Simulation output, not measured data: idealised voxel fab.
A process module follows: voxel self aligned contacts.
We display cut, a cross-section 185 nm in width whose square cells are each 5 nm.
Cross-section spec: square-cell grid; bands listed top down; each band is one or more rows. Per band: top height and bottom height in nm, followed by the left-to-right materials and their widths in nm; "throughout" marks a single material spanning edge to edge, "empty" marks empty space. Height datum 0, below which the as-received substrate wafer is one material. Lowest band open at the bottom, running downward: "0 nm and below". When a width is written as two numbers, as in "30 to 40", the first number is the width in the top row of cells of the band and the second is the width in its bottom row, and the width changes by the same amount from each row to the next. It should be understood that the words "no change occurred", when stated for a given step, signify that the cross-section underwent no change in any of its cells during that step. So "Closed-off voids" is basically the list of trapped voids: any empty space of 8 cells or more that can't reach the top through an opening. They're written width x height at distance, the distance being from the left edge, and it's all nm. Past the settings on a step's line: simulator remark, on that step. The "overlay nm" setting may appear on a step's line; for a step that uses a mask, it gives how far to the right of its planned position the mask lay, and a negative value indicates the left.

### Steps planned for the process
- 1: RECEIVE,material Si
- 2: CONFORMAL_DEP,material SiO2,thk nm 5
- 3: DIRECTIONAL_DEP,material polySi,thk nm 25
- 4: DIRECTIONAL_DEP,material SiN,thk nm 25
- 5: DIRECTIONAL_DEP,material aC,thk nm 15
- 6: PATTERN,tone cover,mask id GATE,material resist,width nm 35,pitch nm 70,thk nm 30,overlay nm 0
- 7: DIRECTIONAL_ETCH,etch materials aC,depth nm 15
- 8: STRIP,etch materials resist
- 9: DIRECTIONAL_ETCH,etch materials SiN,depth nm 25
- 10: DIRECTIONAL_ETCH,etch materials polySi,depth nm 25
- 11: STRIP,etch materials aC
- 12: CONFORMAL_DEP,material SiN,thk nm 10
- 13: DIRECTIONAL_ETCH,etch materials SiN,depth nm 10
- 14: FILL_DEP,material SiO2,thk nm 10
- 15: CMP,height nm 60
- 16: PATTERN,tone open,mask id CONTACT,material resist,width nm 55,thk nm 20,overlay nm 0
- 17: DIRECTIONAL_ETCH,etch materials SiO2,depth nm 60
- 18: STRIP,etch materials resist
- 19: CONFORMAL_DEP,material TiN,thk nm 5
- 20: FILL_DEP,material W,thk nm 5
- 21: CMP,height nm 60
- 22: CONFORMAL_DEP,material SiCN,thk nm 5

### Shown in cross-section is the wafer as received, that is, as it stands after step 1
> 0 nm and below = Si throughout
> Closed-off voids: none

### Starting wafer: above. Plan: above. Run: one mistake. Cross-section after the module: below
> 65 nm to 60 nm = SiCN throughout
> 60 nm to 50 nm = SiO2: 65, TiN: 5 to 25, W: 45 to 5, TiN: 5 to 25, SiO2: 65
> 50 nm to 25 nm = SiO2: 30, SiN: 55, TiN: 5, W: 5, TiN: 5, SiN: 55, SiO2: 30
> 25 nm to 5 nm = SiO2: 30, SiN: 10, polySi: 35, SiN: 10, TiN: 5, W: 5, TiN: 5, SiN: 10, polySi: 35, SiN: 10, SiO2: 30
> 5 nm to 0 nm = SiO2: 30, SiN: 10, polySi: 35, SiN: 10, TiN: 15, SiN: 10, polySi: 35, SiN: 10, SiO2: 30
> 0 nm and below = Si throughout
> Closed-off voids: none
Diagnosis: with respect to the plan, step 2 was omitted and not executed
